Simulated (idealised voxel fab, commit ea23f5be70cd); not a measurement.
voxel transistor to metal: a process module
It is cross-section cut that appears here, measuring 165 nm in width, its square cells being 5 nm in size.
Cross-section layout: square cells on a grid; listed as bands, top to bottom; a band spans one or more cell rows. Top, bottom (nm), then materials left to right with widths (nm); lone material tagged "everywhere" fills the whole band edge to edge; "blank" = empty space. Below 0: as-received wafer, all one material; heights counted from there. Lowest band: no bottom, goes on down, written "top 0, no bottom". The two numbers in a width such as "30 to 40" mark its ends across the band: the first belongs to the top row of cells, the second to the bottom row, and from each row to the next the width moves by the same amount. Any step labelled "nothing altered" changed none of the cells in the cross-section. Closed empty spaces (no open way to the top) of 8 cells or more are what "Enclosed void listing" lists, each as width x height at distance from the left edge, nm for all three. Anything after a step's settings on that line? It's the simulator's own note about the step. "overlay nm", when on a step's line for a step with a mask, measures how far to the right of its planned place the mask lay; a negative measure means to the left.

SET OUT BELOW ARE THE PLANNED STEPS OF THE PROCESS
step 1: RECEIVE (material Si)
step 2: CONFORMAL_DEP (material SiO2; thk nm 5)
step 3: CONFORMAL_DEP (material SiN; thk nm 10)
step 4: DIRECTIONAL_DEP (material aC; thk nm 15)
step 5: PATTERN (tone cover; mask id ACTIVE; material resist; width nm 95; thk nm 30; overlay nm 0)
step 6: DIRECTIONAL_ETCH (etch materials aC; depth nm 15)
step 7: STRIP (etch materials resist)
step 8: DIRECTIONAL_ETCH (etch materials SiN; depth nm 10)
step 9: DIRECTIONAL_ETCH (etch materials SiO2; depth nm 5)
step 10: DIRECTIONAL_ETCH (etch materials Si; depth nm 20)
step 11: STRIP (etch materials aC)
step 12: OXIDIZE (depth nm 5)
step 13: FILL_DEP (material SiO2; thk nm 15)
step 14: CMP (height nm 15)
step 15: SELECTIVE_ETCH (etch materials SiO2; depth nm 5)
step 16: STRIP (etch materials SiN)
step 17: SELECTIVE_ETCH (etch materials SiO2; depth nm 5)
step 18: OXIDIZE (depth nm 5)
step 19: DIRECTIONAL_DEP (material polySi; thk nm 20)
step 20: DIRECTIONAL_DEP (material SiCN; thk nm 15)
step 21: PATTERN (tone cover; mask id GATE; material resist; width nm 15; thk nm 20; overlay nm 0)
step 22: DIRECTIONAL_ETCH (etch materials SiCN; depth nm 25)
step 23: DIRECTIONAL_ETCH (etch materials polySi; depth nm 30)
step 24: STRIP (etch materials resist)
step 25: CONFORMAL_DEP (material SiN; thk nm 5)
step 26: DIRECTIONAL_ETCH (etch materials SiN; depth nm 5)
step 27: DIRECTIONAL_ETCH (etch materials SiO2; depth nm 5)
step 28: EPI (material SiGe; thk nm 5)
step 29: FILL_DEP (material SiO2; thk nm 10)
step 30: CMP (height nm 35)
step 31: DIRECTIONAL_DEP (material SiO2; thk nm 10)
step 32: PATTERN (tone open; mask id CONTACT; material resist; width nm 20; pitch nm 65; thk nm 15; overlay nm 0)
step 33: DIRECTIONAL_ETCH (etch materials SiO2; depth nm 45)
step 34: STRIP (etch materials resist)
step 35: CONFORMAL_DEP (material TiN; thk nm 5)
step 36: FILL_DEP (material Ru; thk nm 5)
step 37: CMP (height nm 45)
step 38: DIRECTIONAL_DEP (material TiN; thk nm 5)
step 39: DIRECTIONAL_DEP (material Ru; thk nm 20)
step 40: MASKED_ETCH (tone cover; mask id METAL_1; width nm 20; pitch nm 65; etch materials Ru; depth nm 20; overlay nm 0)
step 41: MASKED_ETCH (tone cover; mask id METAL_1; width nm 20; pitch nm 65; etch materials TiN; depth nm 5; overlay nm 0)
step 42: FILL_DEP (material SiO2; thk nm 10)
step 43: CMP (height nm 70)
step 44: CONFORMAL_DEP (material SiN; thk nm 5)

AS RECEIVED (POST STEP 1): CROSS-SECTION
* top 0, no bottom | Si everywhere
* Enclosed void listing: none

FINAL WAFER PROFILE IN CROSS-SECTION AFTER THE MODULE, FROM THE SAME START AND PLAN AS ABOVE, WITH ONE MISTAKE MADE DURING PROCESSING
* top 75, bottom 70 | SiN everywhere
* top 70, bottom 50 | SiO2: 40  Ru: 20  SiO2: 45  Ru: 20  SiO2: 40
* top 50, bottom 45 | SiO2: 40  TiN: 20  SiO2: 45  TiN: 20  SiO2: 40
* top 45, bottom 35 | SiO2: 40  TiN: 5  Ru: 10  TiN: 5  SiO2: 45  TiN: 5  Ru: 10  TiN: 5  SiO2: 40
* top 35, bottom 20 | SiO2: 40  TiN: 5  Ru: 10  TiN: 5  SiO2: 10  SiN: 5  polySi: 15  SiN: 5  SiO2: 10  TiN: 5  Ru: 10  TiN: 5  SiO2: 40
* top 20, bottom 15 | SiO2: 40  TiN: 20  SiO2: 45  TiN: 20  SiO2: 40
* top 15, bottom 5 | SiO2: 35  SiN: 95  SiO2: 35
* top 5, bottom 0 | SiO2 everywhere
* top 0, bottom -25 | SiO2: 40  Si: 85  SiO2: 40
* top -25, no bottom | Si everywhere
* Enclosed void listing: none
What broke from the plan during processing? step 14 of the plan never got run, it was skipped over
